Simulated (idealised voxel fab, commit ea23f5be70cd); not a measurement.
process module | voxel transistor to metal
cross-section cut | 290 nm wide | cells 5 nm
A cross-section is a grid of square cells, given in bands from the top down. A band is one or more rows of cells.
Each band's line starts with the height of the band's top and of its bottom, in nm. Then come its materials from left to right, each with its width in nm. One material with "throughout" fills the band from edge to edge. "air" is empty space.
Height 0 is the level under which the wafer as received is all one material. The lowest band goes on downwards, as in "0 down".
A width such as "30 to 40" changes by the same amount from each row of cells to the next, from the band's top row to its bottom row.
"no change" after a step means that no cell of the cross-section changed.
closed voids: empty space of 8 cells or more with no open way to the top, each as width x height at its distance from the left edge, in nm
after a step's settings: what the simulator itself notes on the step
overlay nm, on a step with a mask: how far to the right of its planned place the mask lay; to the left if negative
plan
1 op RECEIVE | material Si
2 op OXIDIZE | depth nm 5
3 op CONFORMAL_DEP | material SiN | thk nm 15
4 op DIRECTIONAL_DEP | material aC | thk nm 15
5 op PATTERN | tone cover | mask id ACTIVE | material resist | width nm 105 | pitch nm 125 | thk nm 30 | overlay nm 0
6 op DIRECTIONAL_ETCH | etch materials aC | depth nm 15
7 op STRIP | etch materials resist
8 op DIRECTIONAL_ETCH | etch materials SiN | depth nm 15
9 op DIRECTIONAL_ETCH | etch materials SiO2 | depth nm 5
10 op DIRECTIONAL_ETCH | etch materials Si | depth nm 25
11 op STRIP | etch materials aC
12 op OXIDIZE | depth nm 5
13 op FILL_DEP | material SiO2 | thk nm 10
14 op CMP | height nm 15
15 op SELECTIVE_ETCH | etch materials SiO2 | depth nm 15
16 op STRIP | etch materials SiN
17 op SELECTIVE_ETCH | etch materials SiO2 | depth nm 5
18 op OXIDIZE | depth nm 5
19 op DIRECTIONAL_DEP | material polySi | thk nm 20
20 op DIRECTIONAL_DEP | material SiCN | thk nm 10
21 op MASKED_ETCH | tone cover | mask id GATE | width nm 25 | pitch nm 125 | etch materials SiCN | depth nm 20 | overlay nm 0
22 op MASKED_ETCH | tone cover | mask id GATE | width nm 25 | pitch nm 125 | etch materials polySi | depth nm 30 | overlay nm 0
23 op CONFORMAL_DEP | material SiO2 | thk nm 5
24 op DIRECTIONAL_ETCH | etch materials SiO2 | depth nm 5
25 op CONFORMAL_DEP | material SiN | thk nm 10
26 op DIRECTIONAL_ETCH | etch materials SiN | depth nm 10
27 op DIRECTIONAL_ETCH | etch materials SiO2 | depth nm 5
28 op DIRECTIONAL_ETCH | etch materials Si | depth nm 15
29 op EPI | material nSi | thk nm 20
30 op FILL_DEP | material SiO2 | thk nm 10
31 op CMP | height nm 25
32 op DIRECTIONAL_DEP | material SiO2 | thk nm 15
33 op MASKED_ETCH | tone open | mask id CONTACT | width nm 20 | etch materials SiO2 | depth nm 30 | overlay nm 0
34 op CONFORMAL_DEP | material TiN | thk nm 5
35 op FILL_DEP | material Ru | thk nm 5
36 op CMP | height nm 40
37 op CONFORMAL_DEP | material SiCN | thk nm 5
38 op DIRECTIONAL_DEP | material SiO2 | thk nm 25
39 op DIRECTIONAL_DEP | material aC | thk nm 10
40 op PATTERN | tone open | mask id METAL_1 | material resist | width nm 20 | thk nm 30 | overlay nm 0
41 op DIRECTIONAL_ETCH | etch materials aC | depth nm 10
42 op STRIP | etch materials resist
43 op DIRECTIONAL_ETCH | etch materials SiO2 | depth nm 25
44 op DIRECTIONAL_ETCH | etch materials SiCN | depth nm 5
45 op STRIP | etch materials aC
46 op CONFORMAL_DEP | material TiN | thk nm 5
47 op FILL_DEP | material Cu | thk nm 10
48 op CMP | height nm 70
49 op CONFORMAL_DEP | material SiCN | thk nm 5
50 op DIRECTIONAL_DEP | material SiO2 | thk nm 25
51 op PATTERN | tone open | mask id METAL_2 | material resist | width nm 20 | pitch nm 125 | thk nm 20 | overlay nm 0
52 op DIRECTIONAL_ETCH | etch materials SiO2 | depth nm 15
53 op STRIP | etch materials resist
54 op DIRECTIONAL_DEP | material aC | thk nm 15
55 op PATTERN | tone open | mask id METAL_2_HOLES | material resist | width nm 15 | pitch nm 125 | thk nm 30 | overlay nm 0
56 op DIRECTIONAL_ETCH | etch materials aC | depth nm 15
57 op STRIP | etch materials resist
58 op DIRECTIONAL_ETCH | etch materials SiO2 | depth nm 10
59 op DIRECTIONAL_ETCH | etch materials SiCN | depth nm 5
60 op STRIP | etch materials aC
61 op CONFORMAL_DEP | material TiN | thk nm 5
62 op FILL_DEP | material Ru | thk nm 10
63 op CMP | height nm 100
64 op CONFORMAL_DEP | material SiCN | thk nm 5
as received, after step 1
  0 down: Si throughout
  closed voids: none
first wafer at the end, as planned
  105 to 100: SiCN throughout
  100 to 90: SiO2 35 | TiN 5 | Ru 10 | TiN 5 | SiO2 105 | TiN 5 | Ru 10 | TiN 5 | SiO2 110
  90 to 85: SiO2 35 | TiN 5 | Ru 5 | TiN 10 | SiO2 105 | TiN 5 | Ru 5 | TiN 10 | SiO2 110
  85 to 75: SiO2 35 | TiN 5 | Ru 5 | TiN 5 | SiO2 110 | TiN 5 | Ru 5 | TiN 5 | SiO2 115
  75 to 70: SiCN 35 | TiN 15 | SiCN 110 | TiN 15 | SiCN 115
  70 to 45: SiO2 35 | TiN 5 | Cu 10 | TiN 5 | SiO2 55 | TiN 5 | Cu 10 | TiN 5 | SiO2 30 | TiN 5 | Cu 10 | TiN 5 | SiO2 55 | TiN 5 | Cu 10 | TiN 5 | SiO2 35
  45 to 40: SiCN 35 | TiN 20 | SiCN 55 | TiN 20 | SiCN 30 | TiN 20 | SiCN 55 | TiN 20 | SiCN 35
  40 to 25: SiO2 35 | TiN 5 | Ru 10 | TiN 5 | SiO2 55 | TiN 5 | Ru 10 | TiN 5 | SiO2 30 | TiN 5 | Ru 10 | TiN 5 | SiO2 55 | TiN 5 | Ru 10 | TiN 5 | SiO2 35
  25 to 15: SiO2 35 | TiN 5 | Ru 10 | TiN 5 | SiN 10 | SiO2 5 | SiCN 25 | SiO2 5 | SiN 10 | TiN 5 | Ru 10 | TiN 5 | SiO2 30 | TiN 5 | Ru 10 | TiN 5 | SiN 10 | SiO2 5 | SiCN 25 | SiO2 5 | SiN 10 | TiN 5 | Ru 10 | TiN 5 | SiO2 35
  15 to 10: SiO2 35 | TiN 20 | SiN 10 | SiO2 5 | polySi 25 | SiO2 5 | SiN 10 | TiN 20 | SiO2 30 | TiN 20 | SiN 10 | SiO2 5 | polySi 25 | SiO2 5 | SiN 10 | TiN 20 | SiO2 35
  10 to -5: SiO2 35 | nSi 20 | SiN 10 | SiO2 5 | polySi 25 | SiO2 5 | SiN 10 | nSi 20 | SiO2 30 | nSi 20 | SiN 10 | SiO2 5 | polySi 25 | SiO2 5 | SiN 10 | nSi 20 | SiO2 35
  -5 to -10: SiO2 30 | nSi 25 | SiO2 55 | nSi 25 | SiO2 20 | nSi 25 | SiO2 55 | nSi 25 | SiO2 30
  -10 to -25: SiO2 35 | nSi 20 | Si 55 | nSi 20 | SiO2 30 | nSi 20 | Si 55 | nSi 20 | SiO2 35
  -25 to -35: SiO2 35 | Si 95 | SiO2 30 | Si 95 | SiO2 35
  -35 down: Si throughout
  closed voids: none
second wafer at the end: like start, like plan, one mistake
  105 to 100: SiCN throughout
  100 to 90: SiO2 35 | TiN 5 | Ru 10 | TiN 5 | SiO2 105 | TiN 5 | Ru 10 | TiN 5 | SiO2 110
  90 to 85: SiO2 35 | TiN 5 | Ru 5 | TiN 10 | SiO2 105 | TiN 5 | Ru 5 | TiN 10 | SiO2 110
  85 to 75: SiO2 35 | TiN 5 | Ru 5 | TiN 5 | SiO2 110 | TiN 5 | Ru 5 | TiN 5 | SiO2 115
  75 to 70: SiCN 35 | TiN 15 | SiCN 110 | TiN 15 | SiCN 115
  70 to 45: SiO2 35 | TiN 5 | Cu 10 | TiN 5 | SiO2 55 | TiN 5 | Cu 10 | TiN 5 | SiO2 30 | TiN 5 | Cu 10 | TiN 5 | SiO2 55 | TiN 5 | Cu 10 | TiN 5 | SiO2 35
  45 to 40: SiCN 35 | TiN 20 | SiCN 55 | TiN 20 | SiCN 30 | TiN 20 | SiCN 55 | TiN 20 | SiCN 35
  40 to 25: SiO2 35 | TiN 5 | Ru 10 | TiN 5 | SiO2 55 | TiN 5 | Ru 10 | TiN 5 | SiO2 30 | TiN 5 | Ru 10 | TiN 5 | SiO2 55 | TiN 5 | Ru 10 | TiN 5 | SiO2 35
  25 to 15: SiO2 35 | TiN 5 | Ru 10 | TiN 5 | SiN 10 | SiO2 5 | SiCN 25 | SiO2 5 | SiN 10 | TiN 5 | Ru 10 | TiN 5 | SiO2 30 | TiN 5 | Ru 10 | TiN 5 | SiN 10 | SiO2 5 | SiCN 25 | SiO2 5 | SiN 10 | TiN 5 | Ru 10 | TiN 5 | SiO2 35
  15 to 10: SiO2 35 | TiN 20 | SiN 10 | SiO2 5 | polySi 25 | SiO2 5 | SiN 10 | TiN 20 | SiO2 30 | TiN 20 | SiN 10 | SiO2 5 | polySi 25 | SiO2 5 | SiN 10 | TiN 20 | SiO2 35
  10 to -5: SiO2 35 | nSi 20 | SiN 10 | SiO2 5 | polySi 25 | SiO2 5 | SiN 10 | nSi 20 | SiO2 30 | nSi 20 | SiN 10 | SiO2 5 | polySi 25 | SiO2 5 | SiN 10 | nSi 20 | SiO2 35
  -5 to -10: SiO2 20 | SiN 10 | SiO2 5 | nSi 20 | SiO2 55 | nSi 20 | SiO2 5 | SiN 20 | SiO2 5 | nSi 20 | SiO2 55 | nSi 20 | SiO2 5 | SiN 10 | SiO2 20
  -10 to -20: SiO2 20 | SiN 10 | SiO2 10 | nSi 15 | Si 55 | nSi 15 | SiO2 10 | SiN 20 | SiO2 10 | nSi 15 | Si 55 | nSi 15 | SiO2 10 | SiN 10 | SiO2 20
  -20 to -25: SiO2 40 | nSi 15 | Si 55 | nSi 15 | SiO2 40 | nSi 15 | Si 55 | nSi 15 | SiO2 40
  -25 to -35: SiO2 35 | Si 95 | SiO2 30 | Si 95 | SiO2 35
  -35 down: Si throughout
  closed voids: none
what went wrong: step 15 was run twice
at the end the second wafer has, in cells: 24 more of SiN | 8 fewer of SiO2 | 16 fewer of nSi
